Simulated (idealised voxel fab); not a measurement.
The name of this process module is voxel spacer lines.
In the cross-section labelled cut, the width is 265 nm and each square cell is 5 nm.
Cross-section layout: square cells on a grid; listed as bands, top to bottom; a band spans one or more cell rows. Top, bottom (nm), then materials left to right with widths (nm); lone material tagged "edge to edge" fills the whole band edge to edge; "air" = empty space. Heights are expressed relative to 0, this being the level below which the as-received wafer comprises one material exclusively. The lowest band is unbounded in the downward direction and is denoted as in "0..down". The width entry "30 to 40" should be interpreted row by row: the top row of cells in the band takes the first number, the bottom row takes the second number, and the change between adjacent rows is uniform throughout. You'll sometimes find "no alterations made" written for a step, and that's the way of saying that nowhere in the cross-section did a cell change during that step. Reported under the label "Enclosed voids" are the empty spaces having no open way to the top and comprising 8 cells or more; the notation for each is width x height at distance, in which the distance is measured from the left edge and all three values are in nm. Text after the settings on a step's line: the simulator's own remark on that step. A step's line can hold "overlay nm"; with a mask on that step, the setting says how far right of the planned place the mask lay, while a negative setting says it lay to the left.
-- The process steps that were planned are listed below
1,RECEIVE: material Si
2,CONFORMAL_DEP: material Al2O3, thk nm 5
3,DIRECTIONAL_DEP: material W, thk nm 20
4,DIRECTIONAL_DEP: material polySi, thk nm 25
5,PATTERN: tone cover, mask id MANDREL, material resist, width nm 25, pitch nm 80, thk nm 30, overlay nm 0
6,DIRECTIONAL_ETCH: etch materials polySi, depth nm 25
7,STRIP: etch materials resist
8,CONFORMAL_DEP: material SiN, thk nm 15
9,DIRECTIONAL_ETCH: etch materials SiN, depth nm 15
10,STRIP: etch materials polySi
11,DIRECTIONAL_ETCH: etch materials W, depth nm 20
12,STRIP: etch materials SiN
13,FILL_DEP: material SiO2, thk nm 5
14,CMP: height nm 25
-- Cross-section of the incoming wafer, state after step 1
0..down | Si edge to edge
Enclosed voids: none
-- End-of-module XS, first of two wafers, run as planned
25..5 | SiO2: 25, then W: 15, then SiO2: 25, then W: 15, then SiO2: 25, then W: 15, then SiO2: 25, then W: 15, then SiO2: 25, then W: 15, then SiO2: 25, then W: 15, then SiO2: 25
5..0 | Al2O3 edge to edge
0..down | Si edge to edge
Enclosed voids: none
-- Cross-section of the latter of the two wafers at module completion. It had an identical start and an identical plan to the former; in running it, one mistake was made
25..20 | SiO2 edge to edge
20..5 | SiO2: 25, then W: 15, then SiO2: 25, then W: 15, then SiO2: 25, then W: 15, then SiO2: 25, then W: 15, then SiO2: 25, then W: 15, then SiO2: 25, then W: 15, then SiO2: 25
5..0 | Al2O3 edge to edge
0..down | Si edge to edge
Enclosed voids: none
Run error: step 3 did not use the planned setting and instead ran as DIRECTIONAL_DEP: material W, thk nm 15
Wafer comparison, final, in cells, second relative to first, materials more or fewer: SiO2 +18 | W -18
